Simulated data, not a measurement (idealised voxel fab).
The process module presented herein is designated voxel quadruple lines.
We display cut, a cross-section 290 nm in width whose square cells are each 5 nm.
Each cross-section below is a grid of square cells, stated as bands in top-down order, with one or more rows of cells making up each band. Band: top and bottom heights (nm) first, top before bottom; then materials from left to right, widths in nm. "throughout" marks a sole material filling the band edge to edge. "empty" denotes empty space. Measure heights from 0. That's the level where, below it, the as-received wafer is all one material. The lowest band is bottomless and extends downward; write it as in "0..down". The width entry "30..40" should be interpreted row by row: the top row of cells in the band takes the first number, the bottom row takes the second number, and the change between adjacent rows is uniform throughout. A step reported as "stayed the same" is a step in which no cell of the cross-section changed. Look at "Trapped void list" for the closed voids: empty spaces with no open path to the top, sized 8 cells or up. Each is width x height at distance, distance from the left edge, all nm. Step line, after settings: the simulator's comment on this step. The setting "overlay nm" may be written on the line of a step. When the step uses a mask, the value reports how far to the right of the planned place the mask lay, and a negative value reports that it lay to the left.
PROCESS STEPS FORESEEN IN THE PLAN
- 1: RECEIVE [material Si]
- 2: CONFORMAL_DEP [material Al2O3] [thk nm 10]
- 3: DIRECTIONAL_DEP [material Ru] [thk nm 15]
- 4: DIRECTIONAL_DEP [material polySi] [thk nm 20]
- 5: DIRECTIONAL_DEP [material aC] [thk nm 20]
- 6: PATTERN [tone cover] [mask id MANDREL] [material resist] [width nm 25] [thk nm 30] [overlay nm 0]
- 7: DIRECTIONAL_ETCH [etch materials aC] [depth nm 20]
- 8: STRIP [etch materials resist]
- 9: CONFORMAL_DEP [material SiO2] [thk nm 15]
- 10: DIRECTIONAL_ETCH [etch materials SiO2] [depth nm 15]
- 11: STRIP [etch materials aC]
- 12: DIRECTIONAL_ETCH [etch materials polySi] [depth nm 20]
- 13: STRIP [etch materials SiO2]
- 14: CONFORMAL_DEP [material SiN] [thk nm 5]
- 15: DIRECTIONAL_ETCH [etch materials SiN] [depth nm 5]
- 16: STRIP [etch materials polySi]
- 17: DIRECTIONAL_ETCH [etch materials Ru] [depth nm 15]
- 18: STRIP [etch materials SiN]
- 19: FILL_DEP [material lowk] [thk nm 5]
- 20: CMP [height nm 25]
SHOWN IN CROSS-SECTION IS THE WAFER AS RECEIVED, THAT IS, AS IT STANDS AFTER STEP 1
> 0..down: Si throughout
> Trapped void list: none
THE CROSS-SECTION SHOWN CORRESPONDS TO THE WAFER AT THE CONCLUSION OF THE MODULE. THE INITIAL STRUCTURE AND THE PROCESS PLAN ARE THOSE PRESENTED ABOVE; HOWEVER, ONE MISTAKE OCCURRED IN EXECUTING THE PLAN
> 25..20: lowk throughout
> 20..10: lowk (110), Ru (5), lowk (15), Ru (5), lowk (15), Ru (5), lowk (15), Ru (5), lowk (115)
> 10..0: Al2O3 throughout
> 0..down: Si throughout
> Trapped void list: none
What broke from the plan during processing? step 3 ran with different settings than intended, the actual operation and settings being DIRECTIONAL_DEP [material Ru] [thk nm 10]
